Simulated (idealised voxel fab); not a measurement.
process module | voxel transistor to metal
cross-section cut | 280 nm wide | cells 5 nm
A cross-section is a grid of square cells, given in bands from the top down. A band is one or more rows of cells.
Each band's line starts with the height of the band's top and of its bottom, in nm. Then come its materials from left to right, each with its width in nm. One material with "throughout" fills the band from edge to edge. "air" is empty space.
Height 0 is the level under which the wafer as received is all one material. The lowest band goes on downwards, as in "0 down".
A width such as "30 to 40" changes by the same amount from each row of cells to the next, from the band's top row to its bottom row.
"no change" after a step means that no cell of the cross-section changed.
closed voids: empty space of 8 cells or more with no open way to the top, each as width x height at its distance from the left edge, in nm
after a step's settings: what the simulator itself notes on the step
overlay nm, on a step with a mask: how far to the right of its planned place the mask lay; to the left if negative
Each pair below shows a cross-section before one step and the cross-section after it, down to the lowest band that changed. The line under each pair gives the step between them, with its settings. The pairs can come from different runs of this module on the same starting wafer, so a pair continues from the pair above only where its "before" says so.
before
  65 to 60: Ru throughout
  60 to 55: TiN 35 | Ru 5 | TiN 70 | Ru 5 | TiN 50 | Ru 5 | TiN 70 | Ru 5 | TiN 35
  55 to 30: lowk 30 | TiN 5 | Ru 5 | TiN 5 | lowk 60 | TiN 5 | Ru 5 | TiN 5 | lowk 40 | TiN 5 | Ru 5 | TiN 5 | lowk 60 | TiN 5 | Ru 5 | TiN 5 | lowk 30
  30 to 25: SiCN 30 | TiN 15 | SiCN 60 | TiN 15 | SiCN 40 | TiN 15 | SiCN 60 | TiN 15 | SiCN 30
  25 to 15: SiO2 30 | TiN 5 | W 5 | TiN 5 | SiO2 60 | TiN 5 | W 5 | TiN 5 | SiO2 40 | TiN 5 | W 5 | TiN 5 | SiO2 60 | TiN 5 | W 5 | TiN 5 | SiO2 30
  15 to -5: SiO2 30 | TiN 5 | W 5 | TiN 5 | SiO2 5 | SiN 10 | TiN 5 | W 20 | TiN 5 | SiN 10 | SiO2 5 | TiN 5 | W 5 | TiN 5 | SiO2 40 | TiN 5 | W 5 | TiN 5 | SiO2 5 | SiN 10 | TiN 5 | W 20 | TiN 5 | SiN 10 | SiO2 5 | TiN 5 | W 5 | TiN 5 | SiO2 30
  -5 to -10: SiO2 30 | TiN 15 | nSi 5 | SiO2 5 | TiN 40 | SiO2 5 | nSi 5 | TiN 15 | SiO2 40 | TiN 15 | nSi 5 | SiO2 5 | TiN 40 | SiO2 5 | nSi 5 | TiN 15 | SiO2 30
  -10 to -15: SiO2 20 | nSi 30 | Si 50 | nSi 30 | SiO2 20 | nSi 30 | Si 50 | nSi 30 | SiO2 20
  -15 to -40: SiO2 20 | Si 110 | SiO2 20 | Si 110 | SiO2 20
  -40 down: Si throughout
  closed voids: none
after
  55 to 30: lowk 30 | TiN 5 | Ru 5 | TiN 5 | lowk 60 | TiN 5 | Ru 5 | TiN 5 | lowk 40 | TiN 5 | Ru 5 | TiN 5 | lowk 60 | TiN 5 | Ru 5 | TiN 5 | lowk 30
  below 30: unchanged
  closed voids: none
the step between: op CMP | height nm 55
before: the cross-section after the pair above
after
  60 to 55: SiCN throughout
  below 55: unchanged
  closed voids: none
the step between: op CONFORMAL_DEP | material SiCN | thk nm 5
before
  25 to 10: air 20 | resist 110 | air 20 | resist 110 | air 20
  10 to 0: air 20 | SiN 110 | air 20 | SiN 110 | air 20
  0 to -5: air 20 | SiO2 110 | air 20 | SiO2 110 | air 20
  -5 to -40: air 20 | Si 110 | air 20 | Si 110 | air 20
  -40 down: Si throughout
  closed voids: none
after
  25 to 10: air 20 | resist 110 | air 20 | resist 110 | air 20
  10 to 0: air 20 | SiN 110 | air 20 | SiN 110 | air 20
  0 to -5: air 20 | SiO2 110 | air 20 | SiO2 110 | air 20
  -5 to -75: air 20 | Si 110 | air 20 | Si 110 | air 20
  below -75: unchanged
  closed voids: none
the step between: op DIRECTIONAL_ETCH | etch materials Si | depth nm 35
before: the cross-section after the pair above
after
  10 to 0: air 20 | SiN 110 | air 20 | SiN 110 | air 20
  below 0: unchanged
  closed voids: none
the step between: op STRIP | etch materials resist
before: the cross-section after the pair above
after
  20 to 10: SiO2 throughout
  10 to 0: SiO2 20 | SiN 110 | SiO2 20 | SiN 110 | SiO2 20
  0 to -5: SiO2 throughout
  -5 to -75: SiO2 20 | Si 110 | SiO2 20 | Si 110 | SiO2 20
  below -75: unchanged
  closed voids: none
the step between: op FILL_DEP | material SiO2 | thk nm 10
before: the cross-section after the pair above
after
  10 to 0: SiO2 20 | SiN 110 | SiO2 20 | SiN 110 | SiO2 20
  below 0: unchanged
  closed voids: none
the step between: op CMP | height nm 10
before: the cross-section after the pair above
after
  10 to 0: air 20 | SiN 110 | air 20 | SiN 110 | air 20
  below 0: unchanged
  closed voids: none
the step between: op SELECTIVE_ETCH | etch materials SiO2 | depth nm 10
before: the cross-section after the pair above
after
  0 to -5: SiO2 throughout
  below -5: unchanged
  closed voids: none
the step between: op STRIP | etch materials SiN
before: the cross-section after the pair above
after
  -5 to -75: SiO2 20 | Si 110 | SiO2 20 | Si 110 | SiO2 20
  below -75: unchanged
  closed voids: none
the step between: op SELECTIVE_ETCH | etch materials SiO2 | depth nm 5
before: the cross-section after the pair above
after
  -5 to -10: SiO2 throughout
  below -10: unchanged
  closed voids: none
the step between: op OXIDIZE | depth nm 5
before: the cross-section after the pair above
after
  20 to -5: polySi throughout
  below -5: unchanged
  closed voids: none
the step between: op DIRECTIONAL_DEP | material polySi | thk nm 25
before: the cross-section after the pair above
after
  35 to 20: SiCN throughout
  below 20: unchanged
  closed voids: none
the step between: op DIRECTIONAL_DEP | material SiCN | thk nm 15
before: the cross-section after the pair above
after
  35 to 20: air 60 | SiCN 30 | air 100 | SiCN 30 | air 60
  below 20: unchanged
  closed voids: none
the step between: op MASKED_ETCH | tone cover | mask id GATE | width nm 30 | pitch nm 130 | etch materials SiCN | depth nm 25 | overlay nm 0
before: the cross-section after the pair above
after
  35 to 20: air 60 | SiCN 30 | air 100 | SiCN 30 | air 60
  20 to -5: air 60 | polySi 30 | air 100 | polySi 30 | air 60
  below -5: unchanged
  closed voids: none
the step between: op MASKED_ETCH | tone cover | mask id GATE | width nm 30 | pitch nm 130 | etch materials polySi | depth nm 35 | overlay nm 0
before: the cross-section after the pair above
after
  45 to 35: air 50 | SiN 50 | air 80 | SiN 50 | air 50
  35 to 20: air 50 | SiN 10 | SiCN 30 | SiN 10 | air 80 | SiN 10 | SiCN 30 | SiN 10 | air 50
  20 to 5: air 50 | SiN 10 | polySi 30 | SiN 10 | air 80 | SiN 10 | polySi 30 | SiN 10 | air 50
  5 to -5: SiN 60 | polySi 30 | SiN 100 | polySi 30 | SiN 60
  below -5: unchanged
  closed voids: none
the step between: op CONFORMAL_DEP | material SiN | thk nm 10
before: the cross-section after the pair above
after
  35 to 20: air 50 | SiN 10 | SiCN 30 | SiN 10 | air 80 | SiN 10 | SiCN 30 | SiN 10 | air 50
  20 to -5: air 50 | SiN 10 | polySi 30 | SiN 10 | air 80 | SiN 10 | polySi 30 | SiN 10 | air 50
  below -5: unchanged
  closed voids: none
the step between: op DIRECTIONAL_ETCH | etch materials SiN | depth nm 10
before: the cross-section after the pair above
after
  35 to 20: air 50 | SiN 10 | SiCN 30 | SiN 10 | air 80 | SiN 10 | SiCN 30 | SiN 10 | air 50
  20 to -5: air 50 | SiN 10 | polySi 30 | SiN 10 | air 80 | SiN 10 | polySi 30 | SiN 10 | air 50
  -5 to -10: air 50 | SiO2 50 | air 80 | SiO2 50 | air 50
  below -10: unchanged
  closed voids: none
the step between: op DIRECTIONAL_ETCH | etch materials SiO2 | depth nm 5
before: the cross-section after the pair above
after
  35 to 20: air 50 | SiN 10 | SiCN 30 | SiN 10 | air 80 | SiN 10 | SiCN 30 | SiN 10 | air 50
  20 to -5: air 50 | SiN 10 | polySi 30 | SiN 10 | air 80 | SiN 10 | polySi 30 | SiN 10 | air 50
  -5 to -10: air 50 | SiO2 50 | air 80 | SiO2 50 | air 50
  -10 to -15: SiO2 20 | air 30 | Si 50 | air 30 | SiO2 20 | air 30 | Si 50 | air 30 | SiO2 20
  below -15: unchanged
  closed voids: none
the step between: op DIRECTIONAL_ETCH | etch materials Si | depth nm 5
before: the cross-section after the pair above
after
  35 to 20: air 50 | SiN 10 | SiCN 30 | SiN 10 | air 80 | SiN 10 | SiCN 30 | SiN 10 | air 50
  20 to -5: air 50 | SiN 10 | polySi 30 | SiN 10 | air 80 | SiN 10 | polySi 30 | SiN 10 | air 50
  -5 to -10: air 45 | nSi 5 | SiO2 50 | nSi 5 | air 70 | nSi 5 | SiO2 50 | nSi 5 | air 45
  -10 to -15: SiO2 20 | nSi 30 | Si 50 | nSi 30 | SiO2 20 | nSi 30 | Si 50 | nSi 30 | SiO2 20
  below -15: unchanged
  closed voids: none
the step between: op EPI | material nSi | thk nm 5
before: the cross-section after the pair above
after
  40 to 35: SiO2 throughout
  35 to 20: SiO2 50 | SiN 10 | SiCN 30 | SiN 10 | SiO2 80 | SiN 10 | SiCN 30 | SiN 10 | SiO2 50
  20 to -5: SiO2 50 | SiN 10 | polySi 30 | SiN 10 | SiO2 80 | SiN 10 | polySi 30 | SiN 10 | SiO2 50
  -5 to -10: SiO2 45 | nSi 5 | SiO2 50 | nSi 5 | SiO2 70 | nSi 5 | SiO2 50 | nSi 5 | SiO2 45
  below -10: unchanged
  closed voids: none
the step between: op FILL_DEP | material SiO2 | thk nm 5
before: the cross-section after the pair above
after
  20 to -5: SiO2 50 | SiN 10 | polySi 30 | SiN 10 | SiO2 80 | SiN 10 | polySi 30 | SiN 10 | SiO2 50
  below -5: unchanged
  closed voids: none
the step between: op CMP | height nm 20
before: the cross-section after the pair above
after
  20 to -5: SiO2 50 | SiN 10 | air 30 | SiN 10 | SiO2 80 | SiN 10 | air 30 | SiN 10 | SiO2 50
  below -5: unchanged
  closed voids: none
the step between: op STRIP | etch materials polySi
before: the cross-section after the pair above
after
  20 to 15: air 50 | SiN 10 | air 30 | SiN 10 | air 80 | SiN 10 | air 30 | SiN 10 | air 50
  15 to -5: SiO2 50 | SiN 10 | air 30 | SiN 10 | SiO2 80 | SiN 10 | air 30 | SiN 10 | SiO2 50
  -5 to -10: SiO2 45 | nSi 5 | SiO2 5 | air 40 | SiO2 5 | nSi 5 | SiO2 70 | nSi 5 | SiO2 5 | air 40 | SiO2 5 | nSi 5 | SiO2 45
  below -10: unchanged
  closed voids: none
the step between: op SELECTIVE_ETCH | etch materials SiO2 | depth nm 5
before: the cross-section after the pair above
after
  25 to 20: air 45 | HfO2 20 | air 20 | HfO2 20 | air 70 | HfO2 20 | air 20 | HfO2 20 | air 45
  20 to 15: HfO2 50 | SiN 10 | HfO2 5 | air 20 | HfO2 5 | SiN 10 | HfO2 80 | SiN 10 | HfO2 5 | air 20 | HfO2 5 | SiN 10 | HfO2 50
  15 to -5: SiO2 50 | SiN 10 | HfO2 5 | air 20 | HfO2 5 | SiN 10 | SiO2 80 | SiN 10 | HfO2 5 | air 20 | HfO2 5 | SiN 10 | SiO2 50
  -5 to -10: SiO2 45 | nSi 5 | SiO2 5 | HfO2 40 | SiO2 5 | nSi 5 | SiO2 70 | nSi 5 | SiO2 5 | HfO2 40 | SiO2 5 | nSi 5 | SiO2 45
  below -10: unchanged
  closed voids: none
the step between: op CONFORMAL_DEP | material HfO2 | thk nm 5
before: the cross-section after the pair above
after
  30 to 25: air 40 | TiN 30 | air 10 | TiN 30 | air 60 | TiN 30 | air 10 | TiN 30 | air 40
  25 to 20: TiN 45 | HfO2 20 | TiN 5 | air 10 | TiN 5 | HfO2 20 | TiN 70 | HfO2 20 | TiN 5 | air 10 | TiN 5 | HfO2 20 | TiN 45
  20 to 15: HfO2 50 | SiN 10 | HfO2 5 | TiN 5 | air 10 | TiN 5 | HfO2 5 | SiN 10 | HfO2 80 | SiN 10 | HfO2 5 | TiN 5 | air 10 | TiN 5 | HfO2 5 | SiN 10 | HfO2 50
  15 to 0: SiO2 50 | SiN 10 | HfO2 5 | TiN 5 | air 10 | TiN 5 | HfO2 5 | SiN 10 | SiO2 80 | SiN 10 | HfO2 5 | TiN 5 | air 10 | TiN 5 | HfO2 5 | SiN 10 | SiO2 50
  0 to -5: SiO2 50 | SiN 10 | HfO2 5 | TiN 20 | HfO2 5 | SiN 10 | SiO2 80 | SiN 10 | HfO2 5 | TiN 20 | HfO2 5 | SiN 10 | SiO2 50
  below -5: unchanged
  closed voids: none
the step between: op CONFORMAL_DEP | material TiN | thk nm 5
before: the cross-section after the pair above
after
  35 to 30: W throughout
  30 to 25: W 40 | TiN 30 | W 10 | TiN 30 | W 60 | TiN 30 | W 10 | TiN 30 | W 40
  25 to 20: TiN 45 | HfO2 20 | TiN 5 | W 10 | TiN 5 | HfO2 20 | TiN 70 | HfO2 20 | TiN 5 | W 10 | TiN 5 | HfO2 20 | TiN 45
  20 to 15: HfO2 50 | SiN 10 | HfO2 5 | TiN 5 | W 10 | TiN 5 | HfO2 5 | SiN 10 | HfO2 80 | SiN 10 | HfO2 5 | TiN 5 | W 10 | TiN 5 | HfO2 5 | SiN 10 | HfO2 50
  15 to 0: SiO2 50 | SiN 10 | HfO2 5 | TiN 5 | W 10 | TiN 5 | HfO2 5 | SiN 10 | SiO2 80 | SiN 10 | HfO2 5 | TiN 5 | W 10 | TiN 5 | HfO2 5 | SiN 10 | SiO2 50
  below 0: unchanged
  closed voids: none
the step between: op FILL_DEP | material W | thk nm 5
before: the cross-section after the pair above
after
  15 to 0: SiO2 50 | SiN 10 | HfO2 5 | TiN 5 | W 10 | TiN 5 | HfO2 5 | SiN 10 | SiO2 80 | SiN 10 | HfO2 5 | TiN 5 | W 10 | TiN 5 | HfO2 5 | SiN 10 | SiO2 50
  below 0: unchanged
  closed voids: none
the step between: op CMP | height nm 15
before: the cross-section after the pair above
after
  25 to 15: SiO2 throughout
  below 15: unchanged
  closed voids: none
the step between: op DIRECTIONAL_DEP | material SiO2 | thk nm 10
before: the cross-section after the pair above
after
  40 to 25: resist 30 | air 15 | resist 60 | air 15 | resist 40 | air 15 | resist 60 | air 15 | resist 30
  below 25: unchanged
  closed voids: none
the step between: op PATTERN | tone open | mask id CONTACT | material resist | width nm 15 | thk nm 15 | overlay nm 0
before: the cross-section after the pair above
after
  40 to 25: resist 30 | air 15 | resist 60 | air 15 | resist 40 | air 15 | resist 60 | air 15 | resist 30
  25 to 15: SiO2 30 | air 15 | SiO2 60 | air 15 | SiO2 40 | air 15 | SiO2 60 | air 15 | SiO2 30
  15 to 0: SiO2 30 | air 15 | SiO2 5 | SiN 10 | HfO2 5 | TiN 5 | W 10 | TiN 5 | HfO2 5 | SiN 10 | SiO2 5 | air 15 | SiO2 40 | air 15 | SiO2 5 | SiN 10 | HfO2 5 | TiN 5 | W 10 | TiN 5 | HfO2 5 | SiN 10 | SiO2 5 | air 15 | SiO2 30
  0 to -5: SiO2 30 | air 15 | SiO2 5 | SiN 10 | HfO2 5 | TiN 20 | HfO2 5 | SiN 10 | SiO2 5 | air 15 | SiO2 40 | air 15 | SiO2 5 | SiN 10 | HfO2 5 | TiN 20 | HfO2 5 | SiN 10 | SiO2 5 | air 15 | SiO2 30
  -5 to -10: SiO2 30 | air 15 | nSi 5 | SiO2 5 | HfO2 40 | SiO2 5 | nSi 5 | air 15 | SiO2 40 | air 15 | nSi 5 | SiO2 5 | HfO2 40 | SiO2 5 | nSi 5 | air 15 | SiO2 30
  below -10: unchanged
  closed voids: none
the step between: op DIRECTIONAL_ETCH | etch materials SiO2 | depth nm 35
before: the cross-section after the pair above
after
  25 to 15: SiO2 30 | air 15 | SiO2 60 | air 15 | SiO2 40 | air 15 | SiO2 60 | air 15 | SiO2 30
  below 15: unchanged
  closed voids: none
the step between: op STRIP | etch materials resist
before: the cross-section after the pair above
after
  30 to 25: TiN 35 | air 5 | TiN 70 | air 5 | TiN 50 | air 5 | TiN 70 | air 5 | TiN 35
  25 to 15: SiO2 30 | TiN 5 | air 5 | TiN 5 | SiO2 60 | TiN 5 | air 5 | TiN 5 | SiO2 40 | TiN 5 | air 5 | TiN 5 | SiO2 60 | TiN 5 | air 5 | TiN 5 | SiO2 30
  15 to 0: SiO2 30 | TiN 5 | air 5 | TiN 5 | SiO2 5 | SiN 10 | HfO2 5 | TiN 5 | W 10 | TiN 5 | HfO2 5 | SiN 10 | SiO2 5 | TiN 5 | air 5 | TiN 5 | SiO2 40 | TiN 5 | air 5 | TiN 5 | SiO2 5 | SiN 10 | HfO2 5 | TiN 5 | W 10 | TiN 5 | HfO2 5 | SiN 10 | SiO2 5 | TiN 5 | air 5 | TiN 5 | SiO2 30
  0 to -5: SiO2 30 | TiN 5 | air 5 | TiN 5 | SiO2 5 | SiN 10 | HfO2 5 | TiN 20 | HfO2 5 | SiN 10 | SiO2 5 | TiN 5 | air 5 | TiN 5 | SiO2 40 | TiN 5 | air 5 | TiN 5 | SiO2 5 | SiN 10 | HfO2 5 | TiN 20 | HfO2 5 | SiN 10 | SiO2 5 | TiN 5 | air 5 | TiN 5 | SiO2 30
  -5 to -10: SiO2 30 | TiN 15 | nSi 5 | SiO2 5 | HfO2 40 | SiO2 5 | nSi 5 | TiN 15 | SiO2 40 | TiN 15 | nSi 5 | SiO2 5 | HfO2 40 | SiO2 5 | nSi 5 | TiN 15 | SiO2 30
  below -10: unchanged
  closed voids: none
the step between: op CONFORMAL_DEP | material TiN | thk nm 5
before: the cross-section after the pair above
after
  40 to 30: W throughout
  30 to 25: TiN 35 | W 5 | TiN 70 | W 5 | TiN 50 | W 5 | TiN 70 | W 5 | TiN 35
  25 to 15: SiO2 30 | TiN 5 | W 5 | TiN 5 | SiO2 60 | TiN 5 | W 5 | TiN 5 | SiO2 40 | TiN 5 | W 5 | TiN 5 | SiO2 60 | TiN 5 | W 5 | TiN 5 | SiO2 30
  15 to 0: SiO2 30 | TiN 5 | W 5 | TiN 5 | SiO2 5 | SiN 10 | HfO2 5 | TiN 5 | W 10 | TiN 5 | HfO2 5 | SiN 10 | SiO2 5 | TiN 5 | W 5 | TiN 5 | SiO2 40 | TiN 5 | W 5 | TiN 5 | SiO2 5 | SiN 10 | HfO2 5 | TiN 5 | W 10 | TiN 5 | HfO2 5 | SiN 10 | SiO2 5 | TiN 5 | W 5 | TiN 5 | SiO2 30
  0 to -5: SiO2 30 | TiN 5 | W 5 | TiN 5 | SiO2 5 | SiN 10 | HfO2 5 | TiN 20 | HfO2 5 | SiN 10 | SiO2 5 | TiN 5 | W 5 | TiN 5 | SiO2 40 | TiN 5 | W 5 | TiN 5 | SiO2 5 | SiN 10 | HfO2 5 | TiN 20 | HfO2 5 | SiN 10 | SiO2 5 | TiN 5 | W 5 | TiN 5 | SiO2 30
  below -5: unchanged
  closed voids: none
the step between: op FILL_DEP | material W | thk nm 10
before: the cross-section after the pair above
after
  25 to 15: SiO2 30 | TiN 5 | W 5 | TiN 5 | SiO2 60 | TiN 5 | W 5 | TiN 5 | SiO2 40 | TiN 5 | W 5 | TiN 5 | SiO2 60 | TiN 5 | W 5 | TiN 5 | SiO2 30
  below 15: unchanged
  closed voids: none
the step between: op CMP | height nm 25
before: the cross-section after the pair above
after
  30 to 25: SiCN throughout
  below 25: unchanged
  closed voids: none
the step between: op CONFORMAL_DEP | material SiCN | thk nm 5
before: the cross-section after the pair above
after
  55 to 30: lowk throughout
  below 30: unchanged
  closed voids: none
the step between: op DIRECTIONAL_DEP | material lowk | thk nm 25
before: the cross-section after the pair above
after
  70 to 55: resist 30 | air 15 | resist 60 | air 15 | resist 40 | air 15 | resist 60 | air 15 | resist 30
  below 55: unchanged
  closed voids: none
the step between: op PATTERN | tone open | mask id METAL_1 | material resist | width nm 15 | thk nm 15 | overlay nm 0
before: the cross-section after the pair above
after
  70 to 55: resist 30 | air 15 | resist 60 | air 15 | resist 40 | air 15 | resist 60 | air 15 | resist 30
  55 to 30: lowk 30 | air 15 | lowk 60 | air 15 | lowk 40 | air 15 | lowk 60 | air 15 | lowk 30
  below 30: unchanged
  closed voids: none
the step between: op DIRECTIONAL_ETCH | etch materials lowk | depth nm 25
before: the cross-section after the pair above
after
  70 to 55: resist 30 | air 15 | resist 60 | air 15 | resist 40 | air 15 | resist 60 | air 15 | resist 30
  55 to 30: lowk 30 | air 15 | lowk 60 | air 15 | lowk 40 | air 15 | lowk 60 | air 15 | lowk 30
  30 to 25: SiCN 30 | air 15 | SiCN 60 | air 15 | SiCN 40 | air 15 | SiCN 60 | air 15 | SiCN 30
  below 25: unchanged
  closed voids: none
the step between: op DIRECTIONAL_ETCH | etch materials SiCN | depth nm 5
before: the cross-section after the pair above
after
  55 to 30: lowk 30 | air 15 | lowk 60 | air 15 | lowk 40 | air 15 | lowk 60 | air 15 | lowk 30
  below 30: unchanged
  closed voids: none
the step between: op STRIP | etch materials resist
before: the cross-section after the pair above
after
  60 to 55: TiN 35 | air 5 | TiN 70 | air 5 | TiN 50 | air 5 | TiN 70 | air 5 | TiN 35
  55 to 30: lowk 30 | TiN 5 | air 5 | TiN 5 | lowk 60 | TiN 5 | air 5 | TiN 5 | lowk 40 | TiN 5 | air 5 | TiN 5 | lowk 60 | TiN 5 | air 5 | TiN 5 | lowk 30
  30 to 25: SiCN 30 | TiN 15 | SiCN 60 | TiN 15 | SiCN 40 | TiN 15 | SiCN 60 | TiN 15 | SiCN 30
  below 25: unchanged
  closed voids: none
the step between: op CONFORMAL_DEP | material TiN | thk nm 5
before: the cross-section after the pair above
after
  65 to 60: Ru throughout
  60 to 55: TiN 35 | Ru 5 | TiN 70 | Ru 5 | TiN 50 | Ru 5 | TiN 70 | Ru 5 | TiN 35
  55 to 30: lowk 30 | TiN 5 | Ru 5 | TiN 5 | lowk 60 | TiN 5 | Ru 5 | TiN 5 | lowk 40 | TiN 5 | Ru 5 | TiN 5 | lowk 60 | TiN 5 | Ru 5 | TiN 5 | lowk 30
  below 30: unchanged
  closed voids: none
the step between: op FILL_DEP | material Ru | thk nm 5
before: the cross-section after the pair above
after
  55 to 30: lowk 30 | TiN 5 | Ru 5 | TiN 5 | lowk 60 | TiN 5 | Ru 5 | TiN 5 | lowk 40 | TiN 5 | Ru 5 | TiN 5 | lowk 60 | TiN 5 | Ru 5 | TiN 5 | lowk 30
  below 30: unchanged
  closed voids: none
the step between: op CMP | height nm 55
before: the cross-section after the pair above
after
  60 to 55: SiCN throughout
  below 55: unchanged
  closed voids: none
the step between: op CONFORMAL_DEP | material SiCN | thk nm 5
before
  10 to 0: air 20 | SiN 110 | air 20 | SiN 110 | air 20
  0 to -5: SiO2 throughout
  -5 to -40: SiO2 20 | Si 110 | SiO2 20 | Si 110 | SiO2 20
  -40 down: Si throughout
  closed voids: none
after
  10 to 0: air 20 | SiN 110 | air 20 | SiN 110 | air 20
  0 to -5: air 25 | SiO2 100 | air 30 | SiO2 100 | air 25
  below -5: unchanged
  closed voids: none
the step between: op SELECTIVE_ETCH | etch materials SiO2 | depth nm 5
before: the cross-section after the pair above
after
  0 to -5: air 25 | SiO2 100 | air 30 | SiO2 100 | air 25
  below -5: unchanged
  closed voids: none
the step between: op STRIP | etch materials SiN
before: the cross-section after the pair above
after
  0 to -5: air 25 | SiO2 100 | air 30 | SiO2 100 | air 25
  -5 to -10: SiO2 30 | Si 90 | SiO2 40 | Si 90 | SiO2 30
  below -10: unchanged
  closed voids: none
the step between: op OXIDIZE | depth nm 5
before: the cross-section after the pair above
after
  25 to 20: air 25 | polySi 100 | air 30 | polySi 100 | air 25
  20 to 0: polySi throughout
  0 to -5: polySi 25 | SiO2 100 | polySi 30 | SiO2 100 | polySi 25
  below -5: unchanged
  closed voids: none
the step between: op DIRECTIONAL_DEP | material polySi | thk nm 25
before: the cross-section after the pair above
after
  40 to 35: air 25 | SiCN 100 | air 30 | SiCN 100 | air 25
  35 to 25: SiCN throughout
  25 to 20: SiCN 25 | polySi 100 | SiCN 30 | polySi 100 | SiCN 25
  below 20: unchanged
  closed voids: none
the step between: op DIRECTIONAL_DEP | material SiCN | thk nm 15
before: the cross-section after the pair above
after
  40 to 25: air 60 | SiCN 30 | air 100 | SiCN 30 | air 60
  25 to 20: air 25 | polySi 100 | air 30 | polySi 100 | air 25
  below 20: unchanged
  closed voids: none
the step between: op MASKED_ETCH | tone cover | mask id GATE | width nm 30 | pitch nm 130 | etch materials SiCN | depth nm 25 | overlay nm 0
before: the cross-section after the pair above
after
  40 to 25: air 60 | SiCN 30 | air 100 | SiCN 30 | air 60
  25 to 0: air 60 | polySi 30 | air 100 | polySi 30 | air 60
  0 to -5: air 25 | SiO2 100 | air 30 | SiO2 100 | air 25
  below -5: unchanged
  closed voids: none
the step between: op MASKED_ETCH | tone cover | mask id GATE | width nm 30 | pitch nm 130 | etch materials polySi | depth nm 35 | overlay nm 0
before: the cross-section after the pair above
after
  50 to 40: air 50 | SiN 50 | air 80 | SiN 50 | air 50
  40 to 25: air 50 | SiN 10 | SiCN 30 | SiN 10 | air 80 | SiN 10 | SiCN 30 | SiN 10 | air 50
  25 to 10: air 50 | SiN 10 | polySi 30 | SiN 10 | air 80 | SiN 10 | polySi 30 | SiN 10 | air 50
  10 to 5: air 15 | SiN 45 | polySi 30 | SiN 45 | air 10 | SiN 45 | polySi 30 | SiN 45 | air 15
  5 to 0: SiN 60 | polySi 30 | SiN 100 | polySi 30 | SiN 60
  0 to -5: SiN 25 | SiO2 100 | SiN 30 | SiO2 100 | SiN 25
  below -5: unchanged
  closed voids: none
the step between: op CONFORMAL_DEP | material SiN | thk nm 10
before: the cross-section after the pair above
after
  40 to 25: air 50 | SiN 10 | SiCN 30 | SiN 10 | air 80 | SiN 10 | SiCN 30 | SiN 10 | air 50
  25 to 0: air 50 | SiN 10 | polySi 30 | SiN 10 | air 80 | SiN 10 | polySi 30 | SiN 10 | air 50
  0 to -5: air 15 | SiN 10 | SiO2 100 | SiN 10 | air 10 | SiN 10 | SiO2 100 | SiN 10 | air 15
  below -5: unchanged
  closed voids: none
the step between: op DIRECTIONAL_ETCH | etch materials SiN | depth nm 10
before: the cross-section after the pair above
after
  40 to 25: air 50 | SiN 10 | SiCN 30 | SiN 10 | air 80 | SiN 10 | SiCN 30 | SiN 10 | air 50
  25 to 0: air 50 | SiN 10 | polySi 30 | SiN 10 | air 80 | SiN 10 | polySi 30 | SiN 10 | air 50
  0 to -5: air 15 | SiN 10 | air 25 | SiO2 50 | air 25 | SiN 10 | air 10 | SiN 10 | air 25 | SiO2 50 | air 25 | SiN 10 | air 15
  -5 to -10: air 15 | SiO2 15 | Si 90 | SiO2 15 | air 10 | SiO2 15 | Si 90 | SiO2 15 | air 15
  below -10: unchanged
  closed voids: none
the step between: op DIRECTIONAL_ETCH | etch materials SiO2 | depth nm 5
before: the cross-section after the pair above
after
  40 to 25: air 50 | SiN 10 | SiCN 30 | SiN 10 | air 80 | SiN 10 | SiCN 30 | SiN 10 | air 50
  25 to 0: air 50 | SiN 10 | polySi 30 | SiN 10 | air 80 | SiN 10 | polySi 30 | SiN 10 | air 50
  0 to -5: air 15 | SiN 10 | air 25 | SiO2 50 | air 25 | SiN 10 | air 10 | SiN 10 | air 25 | SiO2 50 | air 25 | SiN 10 | air 15
  -5 to -10: air 15 | SiO2 15 | air 20 | Si 50 | air 20 | SiO2 15 | air 10 | SiO2 15 | air 20 | Si 50 | air 20 | SiO2 15 | air 15
  below -10: unchanged
  closed voids: none
the step between: op DIRECTIONAL_ETCH | etch materials Si | depth nm 5
before: the cross-section after the pair above
after
  40 to 25: air 50 | SiN 10 | SiCN 30 | SiN 10 | air 80 | SiN 10 | SiCN 30 | SiN 10 | air 50
  25 to 0: air 50 | SiN 10 | polySi 30 | SiN 10 | air 80 | SiN 10 | polySi 30 | SiN 10 | air 50
  0 to -5: air 15 | SiN 10 | air 20 | nSi 5 | SiO2 50 | nSi 5 | air 20 | SiN 10 | air 10 | SiN 10 | air 20 | nSi 5 | SiO2 50 | nSi 5 | air 20 | SiN 10 | air 15
  -5 to -10: air 15 | SiO2 15 | nSi 20 | Si 50 | nSi 20 | SiO2 15 | air 10 | SiO2 15 | nSi 20 | Si 50 | nSi 20 | SiO2 15 | air 15
  below -10: unchanged
  closed voids: none
the step between: op EPI | material nSi | thk nm 5
before: the cross-section after the pair above
after
  45 to 40: SiO2 throughout
  40 to 25: SiO2 50 | SiN 10 | SiCN 30 | SiN 10 | SiO2 80 | SiN 10 | SiCN 30 | SiN 10 | SiO2 50
  25 to 0: SiO2 50 | SiN 10 | polySi 30 | SiN 10 | SiO2 80 | SiN 10 | polySi 30 | SiN 10 | SiO2 50
  0 to -5: SiO2 15 | SiN 10 | SiO2 20 | nSi 5 | SiO2 50 | nSi 5 | SiO2 20 | SiN 10 | SiO2 10 | SiN 10 | SiO2 20 | nSi 5 | SiO2 50 | nSi 5 | SiO2 20 | SiN 10 | SiO2 15
  -5 to -10: SiO2 30 | nSi 20 | Si 50 | nSi 20 | SiO2 40 | nSi 20 | Si 50 | nSi 20 | SiO2 30
  below -10: unchanged
  closed voids: none
the step between: op FILL_DEP | material SiO2 | thk nm 5
before: the cross-section after the pair above
after
  20 to 0: SiO2 50 | SiN 10 | polySi 30 | SiN 10 | SiO2 80 | SiN 10 | polySi 30 | SiN 10 | SiO2 50
  below 0: unchanged
  closed voids: none
the step between: op CMP | height nm 20
before: the cross-section after the pair above
after
  20 to 0: SiO2 50 | SiN 10 | air 30 | SiN 10 | SiO2 80 | SiN 10 | air 30 | SiN 10 | SiO2 50
  below 0: unchanged
  closed voids: none
the step between: op STRIP | etch materials polySi
before: the cross-section after the pair above
after
  20 to 15: air 50 | SiN 10 | air 30 | SiN 10 | air 80 | SiN 10 | air 30 | SiN 10 | air 50
  15 to 0: SiO2 50 | SiN 10 | air 30 | SiN 10 | SiO2 80 | SiN 10 | air 30 | SiN 10 | SiO2 50
  0 to -5: SiO2 15 | SiN 10 | SiO2 20 | nSi 5 | SiO2 5 | air 40 | SiO2 5 | nSi 5 | SiO2 20 | SiN 10 | SiO2 10 | SiN 10 | SiO2 20 | nSi 5 | SiO2 5 | air 40 | SiO2 5 | nSi 5 | SiO2 20 | SiN 10 | SiO2 15
  below -5: unchanged
  closed voids: none
the step between: op SELECTIVE_ETCH | etch materials SiO2 | depth nm 5
